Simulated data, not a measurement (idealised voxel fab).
The document below concerns the process module designated voxel transistor to metal.
Xsec cut, 185 nm wide, square cell size 5 nm.
We lay out every cross-section as a grid of square cells and spell it out in bands from the top down, where one band means one or more rows of cells. Band: top height; bottom height; in nm. Then, left to right: material with width in nm, for each material. "full width": a single material spanning edge to edge. "empty": empty space. It should be noted that heights are counted from 0, beneath which the wafer as supplied is of one material throughout, and that the lowest band possesses no lower boundary but continues downward, as written in "z 0 and below". The width entry "30->40" should be interpreted row by row: the top row of cells in the band takes the first number, the bottom row takes the second number, and the change between adjacent rows is uniform throughout. Key: "changes: none" - step with no changed cell in the cross-section. "Cavities, sealed" specifies each empty space that is not open to the top and that occupies no fewer than 8 cells, using the form width x height at distance, the distance measured from the left edge and all three quantities in nm. That trailing text on a step's line, after the settings, is the simulator's own remark on the step. The "overlay nm" setting may appear on a step's line; for a step that uses a mask, it gives how far to the right of its planned position the mask lay, and a negative value indicates the left.
## The following list gives the planned process steps
1) RECEIVE: material Si
2) OXIDIZE: depth nm 5
3) CONFORMAL_DEP: material SiN, thk nm 15
4) MASKED_ETCH: tone cover, mask id ACTIVE, width nm 130, etch materials SiN, depth nm 15, overlay nm 0
5) MASKED_ETCH: tone cover, mask id ACTIVE, width nm 130, etch materials SiO2, depth nm 5, overlay nm 0
6) MASKED_ETCH: tone cover, mask id ACTIVE, width nm 130, etch materials Si, depth nm 35, overlay nm 0
7) FILL_DEP: material SiO2, thk nm 10
8) CMP: height nm 15
9) SELECTIVE_ETCH: etch materials SiO2, depth nm 10
10) STRIP: etch materials SiN
11) SELECTIVE_ETCH: etch materials SiO2, depth nm 5
12) OXIDIZE: depth nm 5
13) DIRECTIONAL_DEP: material polySi, thk nm 25
14) DIRECTIONAL_DEP: material SiCN, thk nm 10
15) DIRECTIONAL_DEP: material aC, thk nm 15
16) PATTERN: tone cover, mask id GATE, material resist, width nm 30, thk nm 30, overlay nm 0
17) DIRECTIONAL_ETCH: etch materials aC, depth nm 15
18) STRIP: etch materials resist
19) DIRECTIONAL_ETCH: etch materials SiCN, depth nm 20
20) DIRECTIONAL_ETCH: etch materials polySi, depth nm 35
21) STRIP: etch materials aC
22) CONFORMAL_DEP: material SiO2, thk nm 5
23) DIRECTIONAL_ETCH: etch materials SiO2, depth nm 5
24) CONFORMAL_DEP: material SiN, thk nm 10
25) DIRECTIONAL_ETCH: etch materials SiN, depth nm 10
26) DIRECTIONAL_ETCH: etch materials SiO2, depth nm 5
27) DIRECTIONAL_ETCH: etch materials Si, depth nm 5
28) EPI: material pSi, thk nm 5
29) FILL_DEP: material SiO2, thk nm 10
30) CMP: height nm 20
31) STRIP: etch materials polySi
32) SELECTIVE_ETCH: etch materials SiO2, depth nm 5
33) CONFORMAL_DEP: material HfO2, thk nm 5
34) CONFORMAL_DEP: material TiN, thk nm 5
35) FILL_DEP: material W, thk nm 5
36) CMP: height nm 15
37) DIRECTIONAL_DEP: material SiO2, thk nm 10
38) PATTERN: tone open, mask id CONTACT, material resist, width nm 20, pitch nm 90, thk nm 20, overlay nm 0
39) DIRECTIONAL_ETCH: etch materials SiO2, depth nm 35
40) STRIP: etch materials resist
41) CONFORMAL_DEP: material TiN, thk nm 5
42) FILL_DEP: material Ru, thk nm 5
43) CMP: height nm 25
44) DIRECTIONAL_DEP: material TiN, thk nm 5
45) DIRECTIONAL_DEP: material Ru, thk nm 20
46) MASKED_ETCH: tone cover, mask id METAL_1, width nm 20, pitch nm 90, etch materials Ru, depth nm 20, overlay nm 0
47) MASKED_ETCH: tone cover, mask id METAL_1, width nm 20, pitch nm 90, etch materials TiN, depth nm 5, overlay nm 0
48) FILL_DEP: material SiO2, thk nm 5
49) CMP: height nm 50
50) CONFORMAL_DEP: material SiN, thk nm 5
## Step 1 complete: cross-section of the wafer as received
> z 0 and below = Si full width
> Cavities, sealed: none
## Cross-sectional view of the first of the two wafers upon completion of the module, processed in accordance with the plan
> z 55 to 50 = SiN full width
> z 50 to 30 = SiO2=35 | Ru=20 | SiO2=70 | Ru=20 | SiO2=40
> z 30 to 25 = SiO2=35 | TiN=20 | SiO2=70 | TiN=20 | SiO2=40
> z 25 to 15 = SiO2=35 | TiN=5 | Ru=10 | TiN=5 | SiO2=70 | TiN=5 | Ru=10 | TiN=5 | SiO2=40
> z 15 to 0 = SiO2=35 | TiN=5 | Ru=10 | TiN=5 | SiO2=5 | SiN=10 | HfO2=5 | TiN=5 | W=20 | TiN=5 | HfO2=5 | SiN=10 | SiO2=5 | TiN=5 | Ru=10 | TiN=5 | SiO2=40
> z 0 to -5 = SiO2=25 | SiN=10 | TiN=10 | Ru=5 | TiN=5 | SiO2=5 | SiN=10 | HfO2=5 | TiN=30 | HfO2=5 | SiN=10 | SiO2=5 | TiN=5 | Ru=5 | TiN=10 | SiN=10 | SiO2=30
> z -5 to -10 = SiO2=35 | pSi=5 | TiN=15 | pSi=5 | SiO2=10 | HfO2=40 | SiO2=10 | pSi=5 | TiN=15 | pSi=5 | SiO2=40
> z -10 to -15 = SiO2=25 | Si=10 | pSi=25 | Si=60 | pSi=25 | Si=10 | SiO2=30
> z -15 to -40 = SiO2=25 | Si=130 | SiO2=30
> z -40 and below = Si full width
> Cavities, sealed: none
## Cross-sectional view: second of two wafers, end of module; start and plan identical to the first, one mistake in running
> z 55 to 50 = SiN full width
> z 50 to 30 = SiO2=35 | Ru=20 | SiO2=70 | Ru=20 | SiO2=40
> z 30 to 25 = SiO2=35 | TiN=20 | SiO2=70 | TiN=20 | SiO2=40
> z 25 to 15 = SiO2=35 | TiN=5 | Ru=10 | TiN=5 | SiO2=70 | TiN=5 | Ru=10 | TiN=5 | SiO2=40
> z 15 to 0 = SiO2=35 | TiN=5 | Ru=10 | TiN=5 | SiO2=15 | HfO2=5 | TiN=5 | W=20 | TiN=5 | HfO2=5 | SiO2=15 | TiN=5 | Ru=10 | TiN=5 | SiO2=40
> z 0 to -5 = SiO2=35 | TiN=5 | Ru=10 | TiN=5 | SiO2=15 | HfO2=5 | TiN=30 | HfO2=5 | SiO2=15 | TiN=5 | Ru=10 | TiN=5 | SiO2=40
> z -5 to -10 = SiO2=35 | TiN=20 | SiO2=10 | pSi=5 | HfO2=40 | pSi=5 | SiO2=10 | TiN=20 | SiO2=40
> z -10 to -15 = SiO2=25 | pSi=45 | Si=40 | pSi=45 | SiO2=30
> z -15 to -40 = SiO2=25 | Si=130 | SiO2=30
> z -40 and below = Si full width
> Cavities, sealed: none
Error vs. plan: the plan's step 24 went unexecuted, having been skipped
The closing comparison, in cells, has the second wafer with more or fewer of some materials than the first: +2 Ru; -8 Si; -20 SiN; +20 SiO2; +6 pSi
